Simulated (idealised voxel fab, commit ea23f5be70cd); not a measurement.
This section sets out a process module, namely voxel air gaps.
Section shown: cut. Width: 215 nm. Cell size: 5 nm, square.
For the purposes of this document, a cross-section shall be understood as a grid of square cells, specified as bands listed in top-to-bottom order, each band consisting of one or more rows of cells. Heads up on the band format: heights come first, top then bottom, in nm. After that it's the materials left to right, each with its width in nm. A single material flagged "everywhere" fills the whole band edge to edge, and "air" means there's empty space there. Beneath 0, the wafer as received is one material, and that level is where height counting begins. The lowest band goes on downward without a bottom; it is written like "0 -> down". Width spec "30..40" -> top row of cells at first value, bottom row at second value, equal per-row change in between. Reading "no alterations made" for a step: not a cell of the cross-section changed in it. Each empty space that has no open way to the top and spans at least 8 cells appears under "Enclosed void entries" as width x height at distance, the distance counted from the left edge, all in nm. Where a step's line continues beyond its settings, the continuation is a remark by the simulator itself on that step. Among the settings permitted on a step's line is "overlay nm"; applied to a step with a mask, it specifies the extent to which the mask lay to the right of its planned position, whereas a negative figure signifies a position to the left.
# The planned process steps are enumerated hereunder
- 1: op RECEIVE | material Si
- 2: op CONFORMAL_DEP | material SiO2 | thk nm 10
- 3: op CONFORMAL_DEP | material SiN | thk nm 5
- 4: op DIRECTIONAL_DEP | material SiO2 | thk nm 35
- 5: op DIRECTIONAL_DEP | material aC | thk nm 10
- 6: op PATTERN | tone open | mask id LINES | material resist | width nm 25 | pitch nm 55 | thk nm 25 | overlay nm 0
- 7: op DIRECTIONAL_ETCH | etch materials aC | depth nm 10
- 8: op STRIP | etch materials resist
- 9: op DIRECTIONAL_ETCH | etch materials SiO2 | depth nm 35
- 10: op STRIP | etch materials aC
- 11: op CONFORMAL_DEP | material TiN | thk nm 5
- 12: op FILL_DEP | material Cu | thk nm 5
- 13: op CMP | height nm 50
- 14: op EPI | material Ru | thk nm 10
- 15: op SELECTIVE_ETCH | etch materials SiO2 | depth nm 45
- 16: op CONFORMAL_DEP | material SiCN | thk nm 5
# Received-state cross-section, reflecting completion of step 1
0 -> down | Si everywhere
Enclosed void entries: none
# Wafer at module end, in section. Began as above, planned as above, run with one mistake
75 -> 70 | 15 of air / 185 of SiCN / 15 of air
70 -> 50 | 15 of air / 5 of SiCN / 175 of Ru / 5 of SiCN / 15 of air
50 -> 45 | 15 of air / 25 of SiCN / 5 of TiN / 15 of Cu / 5 of TiN / 30 of SiO2 / 5 of TiN / 15 of Cu / 5 of TiN / 30 of SiO2 / 5 of TiN / 15 of Cu / 5 of TiN / 25 of SiCN / 15 of air
45 -> 20 | 35 of air / 5 of SiCN / 5 of TiN / 15 of Cu / 5 of TiN / 30 of SiO2 / 5 of TiN / 15 of Cu / 5 of TiN / 30 of SiO2 / 5 of TiN / 15 of Cu / 5 of TiN / 5 of SiCN / 35 of air
20 -> 15 | 40 of SiCN / 25 of TiN / 30 of SiO2 / 25 of TiN / 30 of SiO2 / 25 of TiN / 40 of SiCN
15 -> 10 | SiN everywhere
10 -> 0 | SiO2 everywhere
0 -> down | Si everywhere
Enclosed void entries: none
Where did the run depart from the plan? twice, step 14 of the plan was run
